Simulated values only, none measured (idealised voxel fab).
process module | voxel air gaps
cross-section cut | 255 nm wide | cells 5 nm
A cross-section is a grid of square cells, given in bands from the top down. A band is one or more rows of cells.
Each band's line starts with the height of the band's top and of its bottom, in nm. Then come its materials from left to right, each with its width in nm. One material with "throughout" fills the band from edge to edge. "air" is empty space.
Height 0 is the level under which the wafer as received is all one material. The lowest band goes on downwards, as in "0 down".
A width such as "30 to 40" changes by the same amount from each row of cells to the next, from the band's top row to its bottom row.
"no change" after a step means that no cell of the cross-section changed.
closed voids: empty space of 8 cells or more with no open way to the top, each as width x height at its distance from the left edge, in nm
after a step's settings: what the simulator itself notes on the step
overlay nm, on a step with a mask: how far to the right of its planned place the mask lay; to the left if negative
plan
1 op RECEIVE | material Si
2 op CONFORMAL_DEP | material SiO2 | thk nm 10
3 op CONFORMAL_DEP | material SiN | thk nm 5
4 op DIRECTIONAL_DEP | material lowk | thk nm 40
5 op PATTERN | tone open | mask id LINES | material resist | width nm 15 | pitch nm 40 | thk nm 15 | overlay nm 0
6 op DIRECTIONAL_ETCH | etch materials lowk | depth nm 40
7 op STRIP | etch materials resist
8 op CONFORMAL_DEP | material TiN | thk nm 5
9 op FILL_DEP | material Cu | thk nm 5
10 op CMP | height nm 55
11 op EPI | material Ru | thk nm 10
12 op SELECTIVE_ETCH | etch materials lowk | depth nm 50
13 op CONFORMAL_DEP | material SiN | thk nm 5
as received, after step 1
  0 down: Si throughout
  closed voids: none
a wafer at the end: this start, this plan, one mistake
  70 to 65: air 45 | SiN 170 | air 40
  65 to 55: air 45 | SiN 5 | Ru 160 | SiN 5 | air 40
  55 to 50: air 45 | SiN 15 | TiN 5 | Cu 10 | TiN 5 | lowk 20 | TiN 5 | Cu 10 | TiN 5 | lowk 20 | TiN 5 | Cu 10 | TiN 5 | lowk 20 | TiN 5 | Cu 10 | TiN 5 | SiN 15 | air 40
  50 to 20: air 55 | SiN 5 | TiN 5 | Cu 10 | TiN 5 | lowk 20 | TiN 5 | Cu 10 | TiN 5 | lowk 20 | TiN 5 | Cu 10 | TiN 5 | lowk 20 | TiN 5 | Cu 10 | TiN 5 | SiN 5 | air 50
  20 to 15: SiN 60 | TiN 20 | lowk 20 | TiN 20 | lowk 20 | TiN 20 | lowk 20 | TiN 20 | SiN 55
  15 to 10: SiN throughout
  10 to 0: SiO2 throughout
  0 down: Si throughout
  closed voids: none
what went wrong: step 5 ran as: op PATTERN | tone open | mask id LINES | material resist | width nm 20 | pitch nm 40 | thk nm 15 | overlay nm 0
